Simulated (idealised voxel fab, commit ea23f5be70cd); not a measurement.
process module | voxel air gaps
cross-section cut | 215 nm wide | cells 5 nm
A cross-section is a grid of square cells, given in bands from the top down. A band is one or more rows of cells.
Each band's line starts with the height of the band's top and of its bottom, in nm. Then come its materials from left to right, each with its width in nm. One material with "throughout" fills the band from edge to edge. "air" is empty space.
Height 0 is the level under which the wafer as received is all one material. The lowest band goes on downwards, as in "0 down".
A width such as "30 to 40" changes by the same amount from each row of cells to the next, from the band's top row to its bottom row.
"no change" after a step means that no cell of the cross-section changed.
closed voids: empty space of 8 cells or more with no open way to the top, each as width x height at its distance from the left edge, in nm
after a step's settings: what the simulator itself notes on the step
overlay nm, on a step with a mask: how far to the right of its planned place the mask lay; to the left if negative
plan
1 op RECEIVE | material Si
2 op CONFORMAL_DEP | material SiO2 | thk nm 15
3 op CONFORMAL_DEP | material SiCN | thk nm 5
4 op DIRECTIONAL_DEP | material SiO2 | thk nm 35
5 op DIRECTIONAL_DEP | material aC | thk nm 15
6 op PATTERN | tone open | mask id LINES | material resist | width nm 25 | pitch nm 50 | thk nm 30 | overlay nm 0
7 op DIRECTIONAL_ETCH | etch materials aC | depth nm 15
8 op STRIP | etch materials resist
9 op DIRECTIONAL_ETCH | etch materials SiO2 | depth nm 35
10 op STRIP | etch materials aC
11 op CONFORMAL_DEP | material TiN | thk nm 5
12 op FILL_DEP | material W | thk nm 5
13 op CMP | height nm 55
14 op EPI | material Ru | thk nm 10
15 op SELECTIVE_ETCH | etch materials SiO2 | depth nm 45
16 op CONFORMAL_DEP | material SiCN | thk nm 5
as received, after step 1
  0 down: Si throughout
  closed voids: none
a wafer at the end: this start, this plan, one mistake
  70 to 65: air 30 | SiCN 155 | air 30
  65 to 55: air 30 | SiCN 5 | Ru 45 | SiCN 5 | Ru 45 | SiCN 5 | Ru 45 | SiCN 5 | air 30
  55 to 50: air 30 | SiCN 15 | Ru 5 | W 15 | Ru 5 | SiCN 25 | Ru 5 | W 15 | Ru 5 | SiCN 25 | Ru 5 | W 15 | Ru 5 | SiCN 15 | air 30
  50 to 25: air 40 | SiCN 5 | Ru 5 | W 15 | Ru 5 | SiCN 5 | air 15 | SiCN 5 | Ru 5 | W 15 | Ru 5 | SiCN 5 | air 15 | SiCN 5 | Ru 5 | W 15 | Ru 5 | SiCN 5 | air 40
  25 to 20: SiCN 45 | Ru 25 | SiCN 25 | Ru 25 | SiCN 25 | Ru 25 | SiCN 45
  20 to 15: SiCN throughout
  15 to 0: SiO2 throughout
  0 down: Si throughout
  closed voids: 15 x 25 at 75; 15 x 25 at 125
what went wrong: step 11 ran as: op CONFORMAL_DEP | material Ru | thk nm 5
